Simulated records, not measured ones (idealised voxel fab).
process module | voxel capacitor over wiring
cross-section cut | 295 nm wide | cells 5 nm
A cross-section is a grid of square cells, given in bands from the top down. A band is one or more rows of cells.
Each band's line starts with the height of the band's top and of its bottom, in nm. Then come its materials from left to right, each with its width in nm. One material with "throughout" fills the band from edge to edge. "air" is empty space.
Height 0 is the level under which the wafer as received is all one material. The lowest band goes on downwards, as in "0 down".
A width such as "30 to 40" changes by the same amount from each row of cells to the next, from the band's top row to its bottom row.
"no change" after a step means that no cell of the cross-section changed.
closed voids: empty space of 8 cells or more with no open way to the top, each as width x height at its distance from the left edge, in nm
after a step's settings: what the simulator itself notes on the step
overlay nm, on a step with a mask: how far to the right of its planned place the mask lay; to the left if negative
Each pair below shows a cross-section before one step and the cross-section after it, down to the lowest band that changed. The line under each pair gives the step between them, with its settings. The pairs can come from different runs of this module on the same starting wafer, so a pair continues from the pair above only where its "before" says so.
before
  75 to 70: air 100 | TiN 15 | air 40 | TiN 15 | air 125
  70 to 65: air 100 | HfO2 15 | air 40 | HfO2 15 | air 125
  65 to 60: air 95 | TiN 20 | air 40 | TiN 20 | air 120
  60 to 50: air 70 | Ru 30 | SiO2 15 | air 40 | Ru 70 | air 70
  50 to 45: air 70 | Ru 30 | SiO2 15 | TiN 40 | Ru 70 | air 70
  45 to 40: air 70 | Ru 30 | SiO2 15 | HfO2 40 | Ru 70 | air 70
  40 to 35: air 70 | Ru 30 | SiCN 15 | TiN 40 | Ru 70 | air 70
  35 to 20: lowk 95 | TiN 5 | Cu 10 | TiN 5 | lowk 65 | TiN 5 | Cu 10 | TiN 5 | lowk 95
  20 to 15: SiCN 95 | TiN 20 | SiCN 65 | TiN 20 | SiCN 95
  15 to 0: SiO2 throughout
  0 down: Si throughout
  closed voids: none
after
  95 to 75: SiO2 throughout
  75 to 70: SiO2 100 | TiN 15 | SiO2 40 | TiN 15 | SiO2 125
  70 to 65: SiO2 100 | HfO2 15 | SiO2 40 | HfO2 15 | SiO2 125
  65 to 60: SiO2 95 | TiN 20 | SiO2 40 | TiN 20 | SiO2 120
  60 to 50: SiO2 70 | Ru 30 | SiO2 55 | Ru 70 | SiO2 70
  50 to 45: SiO2 70 | Ru 30 | SiO2 15 | TiN 40 | Ru 70 | SiO2 70
  45 to 40: SiO2 70 | Ru 30 | SiO2 15 | HfO2 40 | Ru 70 | SiO2 70
  40 to 35: SiO2 70 | Ru 30 | SiCN 15 | TiN 40 | Ru 70 | SiO2 70
  below 35: unchanged
  closed voids: none
the step between: op FILL_DEP | material SiO2 | thk nm 20
before: the cross-section after the pair above
after
  90 to 75: SiO2 throughout
  below 75: unchanged
  closed voids: none
the step between: op CMP | height nm 90
before: the cross-section after the pair above
after
  105 to 90: aC throughout
  below 90: unchanged
  closed voids: none
the step between: op DIRECTIONAL_DEP | material aC | thk nm 15
before: the cross-section after the pair above
after
  140 to 105: resist 110 | air 15 | resist 170
  below 105: unchanged
  closed voids: none
the step between: op PATTERN | tone open | mask id PLUG_2 | material resist | width nm 15 | thk nm 35 | overlay nm 0
before: the cross-section after the pair above
after
  125 to 105: resist 110 | air 15 | resist 170
  105 to 90: aC 110 | air 15 | aC 170
  below 90: unchanged
  closed voids: none
the step between: op DIRECTIONAL_ETCH | etch materials aC | depth nm 15
before: the cross-section after the pair above
after
  105 to 90: aC 110 | air 15 | aC 170
  below 90: unchanged
  closed voids: none
the step between: op STRIP | etch materials resist
before: the cross-section after the pair above
after
  105 to 90: aC 110 | air 15 | aC 170
  90 to 75: SiO2 110 | air 15 | SiO2 170
  below 75: unchanged
  closed voids: none
the step between: op DIRECTIONAL_ETCH | etch materials SiO2 | depth nm 15
before: the cross-section after the pair above
after
  90 to 75: SiO2 110 | air 15 | SiO2 170
  below 75: unchanged
  closed voids: none
the step between: op STRIP | etch materials aC
before: the cross-section after the pair above
after
  95 to 90: TiN 115 | air 5 | TiN 175
  90 to 80: SiO2 110 | TiN 5 | air 5 | TiN 5 | SiO2 170
  80 to 75: SiO2 110 | TiN 15 | SiO2 170
  below 75: unchanged
  closed voids: none
the step between: op CONFORMAL_DEP | material TiN | thk nm 5
before: the cross-section after the pair above
after
  105 to 95: Cu throughout
  95 to 90: TiN 115 | Cu 5 | TiN 175
  90 to 80: SiO2 110 | TiN 5 | Cu 5 | TiN 5 | SiO2 170
  below 80: unchanged
  closed voids: none
the step between: op FILL_DEP | material Cu | thk nm 10
before: the cross-section after the pair above
after
  90 to 80: SiO2 110 | TiN 5 | Cu 5 | TiN 5 | SiO2 170
  below 80: unchanged
  closed voids: none
the step between: op CMP | height nm 90
before: the cross-section after the pair above
after
  95 to 90: SiCN throughout
  below 90: unchanged
  closed voids: none
the step between: op CONFORMAL_DEP | material SiCN | thk nm 5
